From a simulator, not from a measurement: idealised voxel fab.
process module | voxel transistor to metal
cross-section cut | 275 nm wide | cells 5 nm
A cross-section is a grid of square cells, given in bands from the top down. A band is one or more rows of cells.
Each band's line starts with the height of the band's top and of its bottom, in nm. Then come its materials from left to right, each with its width in nm. One material with "throughout" fills the band from edge to edge. "air" is empty space.
Height 0 is the level under which the wafer as received is all one material. The lowest band goes on downwards, as in "0 down".
A width such as "30 to 40" changes by the same amount from each row of cells to the next, from the band's top row to its bottom row.
"no change" after a step means that no cell of the cross-section changed.
closed voids: empty space of 8 cells or more with no open way to the top, each as width x height at its distance from the left edge, in nm
after a step's settings: what the simulator itself notes on the step
overlay nm, on a step with a mask: how far to the right of its planned place the mask lay; to the left if negative
plan
1 op RECEIVE | material Si
2 op CONFORMAL_DEP | material SiO2 | thk nm 5
3 op CONFORMAL_DEP | material SiN | thk nm 10
4 op DIRECTIONAL_DEP | material aC | thk nm 10
5 op PATTERN | tone cover | mask id ACTIVE | material resist | width nm 105 | pitch nm 125 | thk nm 30 | overlay nm 0
6 op DIRECTIONAL_ETCH | etch materials aC | depth nm 10
7 op STRIP | etch materials resist
8 op DIRECTIONAL_ETCH | etch materials SiN | depth nm 10
9 op DIRECTIONAL_ETCH | etch materials SiO2 | depth nm 5
10 op DIRECTIONAL_ETCH | etch materials Si | depth nm 20
11 op STRIP | etch materials aC
12 op OXIDIZE | depth nm 5
13 op FILL_DEP | material SiO2 | thk nm 15
14 op CMP | height nm 15
15 op SELECTIVE_ETCH | etch materials SiO2 | depth nm 10
16 op STRIP | etch materials SiN
17 op SELECTIVE_ETCH | etch materials SiO2 | depth nm 5
18 op OXIDIZE | depth nm 5
19 op DIRECTIONAL_DEP | material polySi | thk nm 25
20 op DIRECTIONAL_DEP | material SiCN | thk nm 15
21 op PATTERN | tone cover | mask id GATE | material resist | width nm 25 | pitch nm 125 | thk nm 15 | overlay nm 0
22 op DIRECTIONAL_ETCH | etch materials SiCN | depth nm 25
23 op DIRECTIONAL_ETCH | etch materials polySi | depth nm 35
24 op STRIP | etch materials resist
25 op CONFORMAL_DEP | material SiO2 | thk nm 5
26 op DIRECTIONAL_ETCH | etch materials SiO2 | depth nm 5
27 op CONFORMAL_DEP | material SiN | thk nm 10
28 op DIRECTIONAL_ETCH | etch materials SiN | depth nm 10
29 op DIRECTIONAL_ETCH | etch materials SiO2 | depth nm 5
30 op EPI | material SiGe | thk nm 5
31 op FILL_DEP | material SiO2 | thk nm 10
32 op CMP | height nm 25
33 op STRIP | etch materials polySi
34 op SELECTIVE_ETCH | etch materials SiO2 | depth nm 5
35 op CONFORMAL_DEP | material HfO2 | thk nm 5
36 op CONFORMAL_DEP | material TiN | thk nm 5
37 op FILL_DEP | material W | thk nm 5
38 op CMP | height nm 20
39 op DIRECTIONAL_DEP | material SiO2 | thk nm 10
40 op MASKED_ETCH | tone open | mask id CONTACT | width nm 15 | etch materials SiO2 | depth nm 30 | overlay nm 0
41 op CONFORMAL_DEP | material TiN | thk nm 5
42 op FILL_DEP | material Ru | thk nm 5
43 op CMP | height nm 30
44 op DIRECTIONAL_DEP | material TiN | thk nm 5
45 op DIRECTIONAL_DEP | material Ru | thk nm 25
46 op PATTERN | tone cover | mask id METAL_1 | material resist | width nm 15 | thk nm 20 | overlay nm -10
47 op DIRECTIONAL_ETCH | etch materials Ru | depth nm 25
48 op DIRECTIONAL_ETCH | etch materials TiN | depth nm 5
49 op STRIP | etch materials resist
50 op FILL_DEP | material lowk | thk nm 5
51 op CMP | height nm 60
52 op CONFORMAL_DEP | material SiN | thk nm 5
varied across the wafers: overlay nm of step 46. The plan shows the first wafer's value. All wafers start alike
first wafer as received, after step 1
  0 down: Si throughout
  closed voids: none
first wafer at the end, after step 52
  65 to 60: SiN throughout
  60 to 35: lowk 15 | Ru 15 | lowk 65 | Ru 15 | lowk 30 | Ru 15 | lowk 65 | Ru 15 | lowk 40
  35 to 30: lowk 15 | TiN 15 | lowk 65 | TiN 15 | lowk 30 | TiN 15 | lowk 65 | TiN 15 | lowk 40
  30 to 20: SiO2 25 | TiN 5 | Ru 5 | TiN 5 | SiO2 65 | TiN 5 | Ru 5 | TiN 5 | SiO2 30 | TiN 5 | Ru 5 | TiN 5 | SiO2 65 | TiN 5 | Ru 5 | TiN 5 | SiO2 30
  20 to 5: SiO2 25 | TiN 5 | Ru 5 | TiN 5 | SiO2 5 | SiN 10 | HfO2 5 | TiN 5 | W 15 | TiN 5 | HfO2 5 | SiN 10 | SiO2 5 | TiN 5 | Ru 5 | TiN 5 | SiO2 30 | TiN 5 | Ru 5 | TiN 5 | SiO2 5 | SiN 10 | HfO2 5 | TiN 5 | W 15 | TiN 5 | HfO2 5 | SiN 10 | SiO2 5 | TiN 5 | Ru 5 | TiN 5 | SiO2 30
  5 to 0: SiO2 25 | TiN 15 | SiO2 5 | SiN 10 | HfO2 5 | TiN 25 | HfO2 5 | SiN 10 | SiO2 5 | TiN 15 | SiO2 30 | TiN 15 | SiO2 5 | SiN 10 | HfO2 5 | TiN 25 | HfO2 5 | SiN 10 | SiO2 5 | TiN 15 | SiO2 30
  0 to -5: SiO2 20 | SiGe 25 | SiO2 10 | HfO2 35 | SiO2 10 | SiGe 25 | SiO2 20 | SiGe 25 | SiO2 10 | HfO2 35 | SiO2 10 | SiGe 25 | SiO2 25
  -5 to -25: SiO2 25 | Si 95 | SiO2 30 | Si 95 | SiO2 30
  -25 down: Si throughout
  closed voids: none
last wafer at the end
  65 to 60: SiN throughout
  60 to 35: lowk 40 | Ru 15 | lowk 65 | Ru 15 | lowk 30 | Ru 15 | lowk 65 | Ru 15 | lowk 15
  35 to 30: lowk 40 | TiN 15 | lowk 65 | TiN 15 | lowk 30 | TiN 15 | lowk 65 | TiN 15 | lowk 15
  30 to 20: SiO2 25 | TiN 5 | Ru 5 | TiN 5 | SiO2 65 | TiN 5 | Ru 5 | TiN 5 | SiO2 30 | TiN 5 | Ru 5 | TiN 5 | SiO2 65 | TiN 5 | Ru 5 | TiN 5 | SiO2 30
  20 to 5: SiO2 25 | TiN 5 | Ru 5 | TiN 5 | SiO2 5 | SiN 10 | HfO2 5 | TiN 5 | W 15 | TiN 5 | HfO2 5 | SiN 10 | SiO2 5 | TiN 5 | Ru 5 | TiN 5 | SiO2 30 | TiN 5 | Ru 5 | TiN 5 | SiO2 5 | SiN 10 | HfO2 5 | TiN 5 | W 15 | TiN 5 | HfO2 5 | SiN 10 | SiO2 5 | TiN 5 | Ru 5 | TiN 5 | SiO2 30
  5 to 0: SiO2 25 | TiN 15 | SiO2 5 | SiN 10 | HfO2 5 | TiN 25 | HfO2 5 | SiN 10 | SiO2 5 | TiN 15 | SiO2 30 | TiN 15 | SiO2 5 | SiN 10 | HfO2 5 | TiN 25 | HfO2 5 | SiN 10 | SiO2 5 | TiN 15 | SiO2 30
  0 to -5: SiO2 20 | SiGe 25 | SiO2 10 | HfO2 35 | SiO2 10 | SiGe 25 | SiO2 20 | SiGe 25 | SiO2 10 | HfO2 35 | SiO2 10 | SiGe 25 | SiO2 25
  -5 to -25: SiO2 25 | Si 95 | SiO2 30 | Si 95 | SiO2 30
  -25 down: Si throughout
  closed voids: none
each wafer at the end: cells of each material gained (+) or lost (-) since it was received, then its closed voids
overlay nm -10 | +30 HfO2 | +80 Ru | -123 Si | +20 SiGe | +87 SiN | +259 SiO2 | +86 TiN | +18 W | +258 lowk | closed voids: none
overlay nm -5 | +30 HfO2 | +80 Ru | -123 Si | +20 SiGe | +87 SiN | +259 SiO2 | +86 TiN | +18 W | +258 lowk | closed voids: none
overlay nm 0 | +30 HfO2 | +80 Ru | -123 Si | +20 SiGe | +87 SiN | +259 SiO2 | +86 TiN | +18 W | +258 lowk | closed voids: none
overlay nm 5 | +30 HfO2 | +80 Ru | -123 Si | +20 SiGe | +87 SiN | +259 SiO2 | +86 TiN | +18 W | +258 lowk | closed voids: none
overlay nm 10 | +30 HfO2 | +80 Ru | -123 Si | +20 SiGe | +87 SiN | +259 SiO2 | +86 TiN | +18 W | +258 lowk | closed voids: none
overlay nm 15 | +30 HfO2 | +80 Ru | -123 Si | +20 SiGe | +87 SiN | +259 SiO2 | +86 TiN | +18 W | +258 lowk | closed voids: none
